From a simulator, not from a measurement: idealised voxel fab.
This is a process module. Its name is voxel fin reveal.
Each square cell in cross-section cut measures 5 nm, and the section as a whole is 270 nm wide.
In this document a cross-section is written as a grid of square cells. It is given as a series of bands, listed from the top down, and a band is one or more rows of cells. Heights first: top, then bottom, in nm. Then materials, left to right, each with a width in nm. "edge to edge" on a single material: fills the band edge to edge. "air": empty space. Where do heights start? At 0: under that level the wafer as delivered is made of one material only. And the lowest band has no floor; it just carries on downward, as in "from 0 down". When a width is written as two numbers, as in "30..40", the first number is the width in the top row of cells of the band and the second is the width in its bottom row, and the width changes by the same amount from each row to the next. What does "nothing different" mean for a step? It means no cell of the cross-section changed in that step. The list in "Trapped voids" covers empty spaces of 8 cells or more that cannot reach the top through any open way, and it gives each as width x height at distance; the distance is from the left edge, and width, height and distance are in nm. What comes after the settings on a step's line is commentary from the simulator itself on that step. overlay nm: where the mask lay relative to plan, measured to the right, on steps with a mask; negatives go left.
Steps planned for the process
1. RECEIVE with material Si
2. CONFORMAL_DEP with material SiN, thk nm 10
3. DIRECTIONAL_DEP with material aC, thk nm 15
4. PATTERN with tone cover, mask id FINS, material resist, width nm 15, pitch nm 35, thk nm 35, overlay nm 0
5. DIRECTIONAL_ETCH with etch materials aC, depth nm 15
6. STRIP with etch materials resist
7. DIRECTIONAL_ETCH with etch materials SiN, depth nm 10
8. DIRECTIONAL_ETCH with etch materials Si, depth nm 40
9. STRIP with etch materials aC
10. FILL_DEP with material SiO2, thk nm 10
11. CMP with height nm 10
12. SELECTIVE_ETCH with etch materials SiO2, depth nm 20
13. STRIP with etch materials SiN
The first wafer of two, processed as planned
Incoming wafer in cross-section (state: after step 1)
    from 0 down | Si edge to edge
    Trapped voids: none
Wafer after step 2 (cross-section)
    from 10 to 0 | SiN edge to edge
    Nothing below the height 0 has changed.
Wafer after step 3 (cross-section)
    from 25 to 10 | aC edge to edge
    Nothing below the height 10 has changed.
Wafer after step 4 (cross-section)
    from 60 to 25 | 110 nm air | 15 nm resist | 20 nm air | 15 nm resist | 110 nm air
    Nothing below the height 25 has changed.
Wafer after step 5 (cross-section)
    from 45 to 25 | 110 nm air | 15 nm resist | 20 nm air | 15 nm resist | 110 nm air
    from 25 to 10 | 110 nm air | 15 nm aC | 20 nm air | 15 nm aC | 110 nm air
    Nothing below the height 10 has changed.
Wafer after step 6 (cross-section)
    from 25 to 10 | 110 nm air | 15 nm aC | 20 nm air | 15 nm aC | 110 nm air
    Nothing below the height 10 has changed.
Wafer after step 7 (cross-section)
    from 25 to 10 | 110 nm air | 15 nm aC | 20 nm air | 15 nm aC | 110 nm air
    from 10 to 0 | 110 nm air | 15 nm SiN | 20 nm air | 15 nm SiN | 110 nm air
    Nothing below the height 0 has changed.
Wafer after step 8 (cross-section)
    from 25 to 10 | 110 nm air | 15 nm aC | 20 nm air | 15 nm aC | 110 nm air
    from 10 to 0 | 110 nm air | 15 nm SiN | 20 nm air | 15 nm SiN | 110 nm air
    from 0 to -40 | 110 nm air | 15 nm Si | 20 nm air | 15 nm Si | 110 nm air
    Nothing below the height -40 has changed.
Wafer after step 9 (cross-section)
    from 10 to 0 | 110 nm air | 15 nm SiN | 20 nm air | 15 nm SiN | 110 nm air
    Nothing below the height 0 has changed.
Wafer after step 10 (cross-section)
    from 20 to 10 | SiO2 edge to edge
    from 10 to 0 | 110 nm SiO2 | 15 nm SiN | 20 nm SiO2 | 15 nm SiN | 110 nm SiO2
    from 0 to -40 | 110 nm SiO2 | 15 nm Si | 20 nm SiO2 | 15 nm Si | 110 nm SiO2
    Nothing below the height -40 has changed.
Wafer after step 11 (cross-section)
    from 10 to 0 | 110 nm SiO2 | 15 nm SiN | 20 nm SiO2 | 15 nm SiN | 110 nm SiO2
    Nothing below the height 0 has changed.
Wafer after step 12 (cross-section)
    from 10 to 0 | 110 nm air | 15 nm SiN | 20 nm air | 15 nm SiN | 110 nm air
    from 0 to -10 | 110 nm air | 15 nm Si | 20 nm air | 15 nm Si | 110 nm air
    Nothing below the height -10 has changed.
Wafer after step 13 (cross-section)
    from 0 to -10 | 110 nm air | 15 nm Si | 20 nm air | 15 nm Si | 110 nm air
    Nothing below the height -10 has changed.
Regarding the second of the two wafers: it shared the first wafer's starting condition and process plan, yet one error occurred during its execution. Its history coincides with that of the first wafer up to and including step 3
Cross-section of the second wafer corresponding to the planned conclusion of step 4
    from 60 to 25 | 110 nm resist | 15 nm air | 20 nm resist | 15 nm air | 110 nm resist
    Nothing below the height 25 has changed.
Cross-section of the second wafer corresponding to the planned conclusion of step 5
    from 45 to 25 | 110 nm resist | 15 nm air | 20 nm resist | 15 nm air | 110 nm resist
    from 25 to 10 | 110 nm aC | 15 nm air | 20 nm aC | 15 nm air | 110 nm aC
    Nothing below the height 10 has changed.
Cross-section of the second wafer corresponding to the planned conclusion of step 6
    from 25 to 10 | 110 nm aC | 15 nm air | 20 nm aC | 15 nm air | 110 nm aC
    Nothing below the height 10 has changed.
Cross-section of the second wafer corresponding to the planned conclusion of step 7
    from 25 to 10 | 110 nm aC | 15 nm air | 20 nm aC | 15 nm air | 110 nm aC
    from 10 to 0 | 110 nm SiN | 15 nm air | 20 nm SiN | 15 nm air | 110 nm SiN
    Nothing below the height 0 has changed.
Cross-section of the second wafer corresponding to the planned conclusion of step 8
    from 25 to 10 | 110 nm aC | 15 nm air | 20 nm aC | 15 nm air | 110 nm aC
    from 10 to 0 | 110 nm SiN | 15 nm air | 20 nm SiN | 15 nm air | 110 nm SiN
    from 0 to -40 | 110 nm Si | 15 nm air | 20 nm Si | 15 nm air | 110 nm Si
    Nothing below the height -40 has changed.
Cross-section of the second wafer corresponding to the planned conclusion of step 9
    from 10 to 0 | 110 nm SiN | 15 nm air | 20 nm SiN | 15 nm air | 110 nm SiN
    Nothing below the height 0 has changed.
Cross-section of the second wafer corresponding to the planned conclusion of step 10
    from 20 to 10 | SiO2 edge to edge
    from 10 to 0 | 110 nm SiN | 15 nm SiO2 | 20 nm SiN | 15 nm SiO2 | 110 nm SiN
    from 0 to -40 | 110 nm Si | 15 nm SiO2 | 20 nm Si | 15 nm SiO2 | 110 nm Si
    Nothing below the height -40 has changed.
Cross-section of the second wafer corresponding to the planned conclusion of step 11
    from 10 to 0 | 110 nm SiN | 15 nm SiO2 | 20 nm SiN | 15 nm SiO2 | 110 nm SiN
    Nothing below the height 0 has changed.
Cross-section of the second wafer corresponding to the planned conclusion of step 12
    from 10 to 0 | 110 nm SiN | 15 nm air | 20 nm SiN | 15 nm air | 110 nm SiN
    from 0 to -10 | 110 nm Si | 15 nm air | 20 nm Si | 15 nm air | 110 nm Si
    Nothing below the height -10 has changed.
Cross-section of the second wafer corresponding to the planned conclusion of step 13
    from 0 to -10 | 110 nm Si | 15 nm air | 20 nm Si | 15 nm air | 110 nm Si
    Nothing below the height -10 has changed.
Nonconformance to the process plan: step 4 ran as: PATTERN with tone open, mask id FINS, material resist, width nm 15, pitch nm 35, thk nm 35, overlay nm 0
Heads up, by the end the second wafer has more or fewer cells of some materials compared to the first: Si: 336 more; SiO2: 252 fewer
